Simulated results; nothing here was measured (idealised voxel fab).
This section sets out a process module, namely voxel capacitor over wiring.
cross-section cut | 220 nm wide | cells 5 nm
Cross-section = grid of square cells, listed top down in bands; band = one or more rows.
Band entry format. Leading values: height of top, height of bottom, nm. Remainder: materials in left-to-right order, each with its width in nm. Special words: "full width" on a single material, which then fills the band edge to edge; "empty", empty space.
We count height from 0. Below that, the starting wafer is all one material. The lowest band never ends at the bottom but goes on down; see "from 0 down" for how that is written.
The width entry "30->40" should be interpreted row by row: the top row of cells in the band takes the first number, the bottom row takes the second number, and the change between adjacent rows is uniform throughout.
The designation "changes: none", where it is given for a processing step, indicates that no cell of the cross-section was altered in the course of that step.
If an empty space has no open way to the top and is at least 8 cells in size, "Closed void inventory" lists it, written width x height at distance, where distance is measured from the left edge and every value is in nm.
Anything after a step's settings on that line? It's the simulator's own note about the step.
overlay nm: where the mask lay relative to plan, measured to the right, on steps with a mask; negatives go left.
### plan
| 1 | RECEIVE with material Si |
| 2 | CONFORMAL_DEP with material SiO2, thk nm 10 |
| 3 | CONFORMAL_DEP with material SiCN, thk nm 5 |
| 4 | DIRECTIONAL_DEP with material lowk, thk nm 20 |
| 5 | DIRECTIONAL_DEP with material aC, thk nm 15 |
| 6 | PATTERN with tone open, mask id METAL_1, material resist, width nm 30, pitch nm 90, thk nm 30, overlay nm 0 |
| 7 | DIRECTIONAL_ETCH with etch materials aC, depth nm 15 |
| 8 | STRIP with etch materials resist |
| 9 | DIRECTIONAL_ETCH with etch materials lowk, depth nm 20 |
| 10 | DIRECTIONAL_ETCH with etch materials SiCN, depth nm 5 |
| 11 | STRIP with etch materials aC |
| 12 | CONFORMAL_DEP with material TiN, thk nm 5 |
| 13 | FILL_DEP with material Cu, thk nm 10 |
| 14 | CMP with height nm 35 |
| 15 | CONFORMAL_DEP with material SiCN, thk nm 5 |
| 16 | DIRECTIONAL_DEP with material lowk, thk nm 10 |
| 17 | PATTERN with tone open, mask id PLUG_1, material resist, width nm 15, thk nm 15, overlay nm 0 |
| 18 | DIRECTIONAL_ETCH with etch materials lowk, depth nm 10 |
| 19 | DIRECTIONAL_ETCH with etch materials SiCN, depth nm 5 |
| 20 | STRIP with etch materials resist |
| 21 | CONFORMAL_DEP with material TiN, thk nm 5 |
| 22 | FILL_DEP with material Ru, thk nm 5 |
| 23 | CMP with height nm 50 |
| 24 | DIRECTIONAL_DEP with material TiN, thk nm 10 |
| 25 | DIRECTIONAL_DEP with material SiN, thk nm 5 |
| 26 | DIRECTIONAL_DEP with material TiN, thk nm 10 |
| 27 | DIRECTIONAL_DEP with material aC, thk nm 15 |
| 28 | PATTERN with tone cover, mask id UPPER_PLATE, material resist, width nm 65, thk nm 35, overlay nm 0 |
| 29 | DIRECTIONAL_ETCH with etch materials aC, depth nm 15 |
| 30 | STRIP with etch materials resist |
| 31 | DIRECTIONAL_ETCH with etch materials TiN, depth nm 10 |
| 32 | DIRECTIONAL_ETCH with etch materials SiN, depth nm 5 |
| 33 | STRIP with etch materials aC |
| 34 | PATTERN with tone cover, mask id LOWER_PLATE, material resist, width nm 75, thk nm 20, overlay nm 0 |
| 35 | DIRECTIONAL_ETCH with etch materials TiN, depth nm 10 |
| 36 | STRIP with etch materials resist |
| 37 | FILL_DEP with material SiO2, thk nm 15 |
| 38 | CMP with height nm 85 |
| 39 | DIRECTIONAL_DEP with material aC, thk nm 15 |
| 40 | PATTERN with tone open, mask id PLUG_2, material resist, width nm 15, thk nm 30, overlay nm 0 |
| 41 | DIRECTIONAL_ETCH with etch materials aC, depth nm 15 |
| 42 | STRIP with etch materials resist |
| 43 | DIRECTIONAL_ETCH with etch materials SiO2, depth nm 10 |
| 44 | STRIP with etch materials aC |
| 45 | CONFORMAL_DEP with material TiN, thk nm 5 |
| 46 | FILL_DEP with material Ru, thk nm 10 |
| 47 | CMP with height nm 85 |
| 48 | CONFORMAL_DEP with material SiN, thk nm 5 |
### Cross-sectional view of the wafer in its as-received condition, corresponding to the state after step 1
	from 0 down  Si full width
	Closed void inventory: none
### End-of-module XS, first of two wafers, run as planned
	from 90 to 85  SiN full width
	from 85 to 80  SiO2 (75), TiN (5), Ru (5), TiN (5), SiO2 (130)
	from 80 to 75  SiO2 (75), TiN (15), SiO2 (130)
	from 75 to 65  SiO2 (65), TiN (65), SiO2 (90)
	from 65 to 60  SiO2 (65), SiN (65), SiO2 (90)
	from 60 to 50  SiO2 (60), TiN (75), SiO2 (85)
	from 50 to 40  lowk (65), TiN (5), Ru (5), TiN (5), lowk (140)
	from 40 to 35  SiCN (65), TiN (15), SiCN (140)
	from 35 to 15  lowk (50), TiN (5), Cu (20), TiN (5), lowk (60), TiN (5), Cu (20), TiN (5), lowk (50)
	from 15 to 10  SiCN (50), TiN (30), SiCN (60), TiN (30), SiCN (50)
	from 10 to 0  SiO2 full width
	from 0 down  Si full width
	Closed void inventory: none
### Wafer two, end of module, cross-section. Same start, same plan as wafer one. One mistake in the run
	from 90 to 85  SiN full width
	from 85 to 80  SiO2 (75), TiN (5), Ru (5), TiN (5), SiO2 (130)
	from 80 to 75  SiO2 (75), TiN (15), SiO2 (130)
	from 75 to 65  SiO2 (65), TiN (60), SiO2 (95)
	from 65 to 60  SiO2 (65), SiN (65), SiO2 (90)
	from 60 to 50  SiO2 (50), TiN (80), SiO2 (90)
	from 50 to 40  lowk (65), TiN (5), Ru (5), TiN (5), lowk (140)
	from 40 to 35  SiCN (65), TiN (15), SiCN (140)
	from 35 to 15  lowk (50), TiN (5), Cu (20), TiN (5), lowk (60), TiN (5), Cu (20), TiN (5), lowk (50)
	from 15 to 10  SiCN (50), TiN (30), SiCN (60), TiN (30), SiCN (50)
	from 10 to 0  SiO2 full width
	from 0 down  Si full width
	Closed void inventory: none
The mistake made against the process plan was this: step 34 changed vs plan, executed as PATTERN with tone cover, mask id LOWER_PLATE, material resist, width nm 75, thk nm 20, overlay nm -10
At the end, each material covers as many cells on the second wafer as it does on the first, though the cells it covers are elsewhere.
